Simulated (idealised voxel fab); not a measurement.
Documented hereafter: the process module known as voxel quadruple lines.
Shown is cross-section cut, with a width of 175 nm and square cells of size 5 nm.
In this document a cross-section is written as a grid of square cells. It is given as a series of bands, listed from the top down, and a band is one or more rows of cells. Top height, bottom height, nm. Materials left to right, width each, nm. Single material + "full width" = fills band edge to edge. "empty" = empty. Note: height 0 marks the level under which the wafer is uniformly one material as received. Lowest band unbounded below, written "from 0 down". Per-row width for "30->40": begins at first number (top row of band), ends at second number (bottom row), increment between rows held constant. Given "everything unchanged" for a step, no cell of the cross-section differs between before and after that step. You'll see "Closed internal voids" listing empty spaces that have no way open to the top, as long as they're 8 cells or more; the notation is width x height at distance, where the distance is from the left edge, and all of it is in nm. The remark found on a step's line after its settings is issued by the simulator itself and pertains to that step. A step's line can hold "overlay nm"; with a mask on that step, the setting says how far right of the planned place the mask lay, while a negative setting says it lay to the left.
[Process steps foreseen in the plan]
- 1: RECEIVE,material Si
- 2: CONFORMAL_DEP,material SiO2,thk nm 10
- 3: DIRECTIONAL_DEP,material TiN,thk nm 15
- 4: DIRECTIONAL_DEP,material polySi,thk nm 20
- 5: DIRECTIONAL_DEP,material aC,thk nm 25
- 6: PATTERN,tone cover,mask id MANDREL,material resist,width nm 25,pitch nm 80,thk nm 30,overlay nm 0
- 7: DIRECTIONAL_ETCH,etch materials aC,depth nm 25
- 8: STRIP,etch materials resist
- 9: CONFORMAL_DEP,material SiO2,thk nm 15
- 10: DIRECTIONAL_ETCH,etch materials SiO2,depth nm 15
- 11: STRIP,etch materials aC
- 12: DIRECTIONAL_ETCH,etch materials polySi,depth nm 20
- 13: STRIP,etch materials SiO2
- 14: CONFORMAL_DEP,material SiN,thk nm 5
- 15: DIRECTIONAL_ETCH,etch materials SiN,depth nm 5
- 16: STRIP,etch materials polySi
- 17: DIRECTIONAL_ETCH,etch materials TiN,depth nm 15
- 18: STRIP,etch materials SiN
- 19: FILL_DEP,material lowk,thk nm 10
- 20: CMP,height nm 25
[Shown in cross-section is the wafer as received, that is, as it stands after step 1]
> from 0 down = Si full width
> Closed internal voids: none
[Wafer cross-section at end of module: start and plan as shown above, one execution error]
> from 25 to 10 = 20 nm lowk; 5 nm TiN; 15 nm lowk; 5 nm TiN; 15 nm lowk; 5 nm TiN; 15 nm lowk; 5 nm TiN; 15 nm lowk; 5 nm TiN; 15 nm lowk; 5 nm TiN; 15 nm lowk; 5 nm TiN; 15 nm lowk; 5 nm TiN; 10 nm lowk
> from 10 to 0 = SiO2 full width
> from 0 down = Si full width
> Closed internal voids: none
Run error: the process deviated at step 6: the operation and settings actually run there were PATTERN,tone cover,mask id MANDREL,material resist,width nm 25,pitch nm 80,thk nm 30,overlay nm 5
